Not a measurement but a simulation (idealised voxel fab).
The document below concerns the process module designated voxel self aligned contacts.
This is section cut - it's 270 nm across, gridded in 5 nm square cells.
Each cross-section below is a grid of square cells, stated as bands in top-down order, with one or more rows of cells making up each band. Basically the band line says how high the top is and how high the bottom is, in nm, and then what's in it from left to right, every material with its width in nm. Empty space shows up as "blank", and if a single material carries "everywhere" it runs the full band edge to edge. Heads up on the height convention: 0 is the point under which the incoming wafer is all one material, and the lowest band has no bottom, it just keeps going down, like "0 nm and below". It should be noted that a width expressed as "30 to 40" varies in equal increments from row to row of cells within the band, taking the value of the first number at the top row and that of the second number at the bottom row. Take "same as before" at face value: in the step it is given for, the cross-section changed in none of its cells. So "Closed internal voids" is basically the list of trapped voids: any empty space of 8 cells or more that can't reach the top through an opening. They're written width x height at distance, the distance being from the left edge, and it's all nm. That trailing text on a step's line, after the settings, is the simulator's own remark on the step. "overlay nm" denotes, for a step that has a mask, the displacement of the mask to the right of its planned place, with negative values corresponding to the left.
THE STEPS PLANNED FOR THE PROCESS ARE AS FOLLOWS
| 1 | RECEIVE | material Si |
| 2 | OXIDIZE | depth nm 5 |
| 3 | DIRECTIONAL_DEP | material polySi | thk nm 20 |
| 4 | DIRECTIONAL_DEP | material SiN | thk nm 25 |
| 5 | PATTERN | tone cover | mask id GATE | material resist | width nm 35 | pitch nm 75 | thk nm 15 | overlay nm 0 |
| 6 | DIRECTIONAL_ETCH | etch materials SiN | depth nm 25 |
| 7 | DIRECTIONAL_ETCH | etch materials polySi | depth nm 20 |
| 8 | STRIP | etch materials resist |
| 9 | CONFORMAL_DEP | material SiN | thk nm 10 |
| 10 | DIRECTIONAL_ETCH | etch materials SiN | depth nm 10 |
| 11 | FILL_DEP | material SiO2 | thk nm 20 |
| 12 | CMP | height nm 55 |
| 13 | MASKED_ETCH | tone open | mask id CONTACT | width nm 50 | etch materials SiO2 | depth nm 60 | overlay nm 0 |
| 14 | CONFORMAL_DEP | material TiN | thk nm 5 |
| 15 | FILL_DEP | material Ru | thk nm 5 |
| 16 | CMP | height nm 55 |
| 17 | CONFORMAL_DEP | material SiCN | thk nm 5 |
INCOMING WAFER IN CROSS-SECTION (STATE: AFTER STEP 1)
- 0 nm and below | Si everywhere
- Closed internal voids: none
AS-PLANNED RUN: CROSS-SECTION OF THE FIRST OF TWO WAFERS AT END OF MODULE
- 60 nm to 55 nm | SiCN everywhere
- 55 nm to 45 nm | SiO2: 110, then TiN: 5 to 20, then Ru: 40 to 10, then TiN: 5 to 20, then SiO2: 110
- 45 nm to 20 nm | SiO2: 70, then SiN: 55, then TiN: 5, then Ru: 10, then TiN: 5, then SiN: 55, then SiO2: 70
- 20 nm to 0 nm | SiO2: 70, then SiN: 10, then polySi: 35, then SiN: 10, then TiN: 5, then Ru: 10, then TiN: 5, then SiN: 10, then polySi: 35, then SiN: 10, then SiO2: 70
- 0 nm to -5 nm | SiO2: 125, then TiN: 20, then SiO2: 125
- -5 nm and below | Si everywhere
- Closed internal voids: none
THIS CROSS-SECTION BELONGS TO THE SECOND WAFER OF TWO AT THE END OF THE MODULE; THE START AND THE PLAN WERE SHARED WITH THE FIRST, AND THE RUN INCLUDED ONE MISTAKE
- 60 nm to 55 nm | SiCN everywhere
- 55 nm to 45 nm | SiO2: 110, then TiN: 5 to 20, then Ru: 40 to 10, then TiN: 5 to 20, then SiO2: 110
- 45 nm to 20 nm | SiO2: 70, then SiN: 55, then TiN: 5, then Ru: 10, then TiN: 5, then SiN: 55, then SiO2: 70
- 20 nm to 15 nm | SiO2: 125, then TiN: 20, then SiO2: 125
- 15 nm to 0 nm | polySi everywhere
- 0 nm and below | Si everywhere
- Closed internal voids: none
Want to know what went wrong? the intended sequence of steps 2 and 3 was reversed during processing, with each occupying the position of the other
It is noted that, at the conclusion of processing, the second wafer exhibits a higher or lower cell count for certain materials relative to the first: 8 fewer of Ru | 54 more of Si | 32 fewer of SiN | 112 fewer of SiO2 | 8 fewer of TiN | 106 more of polySi
